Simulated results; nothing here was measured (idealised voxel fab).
You're looking at the process module voxel self aligned contacts.
Cross-section cut spans 185 nm and uses square cells 5 nm in size.
A cross-section in this document is a grid of square cells, and it is written down as bands, the top band listed before the ones below it; a band is made up of one or more rows of cells.
The entry gives the band's vertical extent as a top height and a bottom height in nm, then its horizontal make-up as materials from left to right, each with a width in nm. "air" stands for empty space; a single material marked "all across" fills the band edge to edge.
Height is counted from the level 0, under which the received wafer is composed throughout of one material. The lowest of the bands is not closed at the bottom but continues downward, in the notation "0 and below".
Width "30->40": first value at the band's top row of cells, second value at its bottom row, equal change from row to row.
Where the words "nothing changed" appear for a step, the cross-section shows no cell changed by that step; every cell remained as before.
If an empty space has no open way to the top and is at least 8 cells in size, "Unvented voids" lists it, written width x height at distance, where distance is measured from the left edge and every value is in nm.
It should be noted that, on the line of a given step, the content following the step's settings is a remark produced by the simulator itself with respect to that step.
"overlay nm" denotes, for a step that has a mask, the displacement of the mask to the right of its planned place, with negative values corresponding to the left.

[This section lists the process steps that were planned]
1 RECEIVE: material Si
2 OXIDIZE: depth nm 5
3 DIRECTIONAL_DEP: material polySi, thk nm 25
4 DIRECTIONAL_DEP: material SiN, thk nm 25
5 DIRECTIONAL_DEP: material aC, thk nm 10
6 PATTERN: tone cover, mask id GATE, material resist, width nm 25, pitch nm 65, thk nm 30, overlay nm 0
7 DIRECTIONAL_ETCH: etch materials aC, depth nm 10
8 STRIP: etch materials resist
9 DIRECTIONAL_ETCH: etch materials SiN, depth nm 25
10 DIRECTIONAL_ETCH: etch materials polySi, depth nm 25
11 STRIP: etch materials aC
12 CONFORMAL_DEP: material SiN, thk nm 10
13 DIRECTIONAL_ETCH: etch materials SiN, depth nm 10
14 FILL_DEP: material SiO2, thk nm 20
15 CMP: height nm 60
16 MASKED_ETCH: tone open, mask id CONTACT, width nm 50, pitch nm 65, etch materials SiO2, depth nm 65, overlay nm -15
17 CONFORMAL_DEP: material TiN, thk nm 5
18 FILL_DEP: material W, thk nm 5
19 CMP: height nm 60
20 CONFORMAL_DEP: material SiCN, thk nm 5
All wafers enter the flow in the same state. The overlay nm at step 16 differs from wafer to wafer, and the plan gives the value for the first wafer.

[The first of several wafers as received, shown in cross-section; this is its state after step 1]
	0 and below: Si all across
	Unvented voids: none

[End of module, by wafer: material-by-material cell gain (+) or loss (-) since receipt, then closed voids]
overlay nm -15; -37 Si; +37 SiCN; +195 SiN; +83 SiO2; +68 TiN; +60 W; +75 polySi; Unvented voids: none
overlay nm -10; -37 Si; +37 SiCN; +195 SiN; +83 SiO2; +68 TiN; +60 W; +75 polySi; Unvented voids: none
overlay nm -5; -37 Si; +37 SiCN; +195 SiN; +83 SiO2; +68 TiN; +60 W; +75 polySi; Unvented voids: none
overlay nm 0; -37 Si; +37 SiCN; +195 SiN; +83 SiO2; +68 TiN; +60 W; +75 polySi; Unvented voids: none
overlay nm 5; -37 Si; +37 SiCN; +195 SiN; +83 SiO2; +68 TiN; +60 W; +75 polySi; Unvented voids: none
overlay nm 10; -37 Si; +37 SiCN; +195 SiN; +83 SiO2; +68 TiN; +60 W; +75 polySi; Unvented voids: none
overlay nm 15; -37 Si; +37 SiCN; +195 SiN; +83 SiO2; +68 TiN; +60 W; +75 polySi; Unvented voids: none
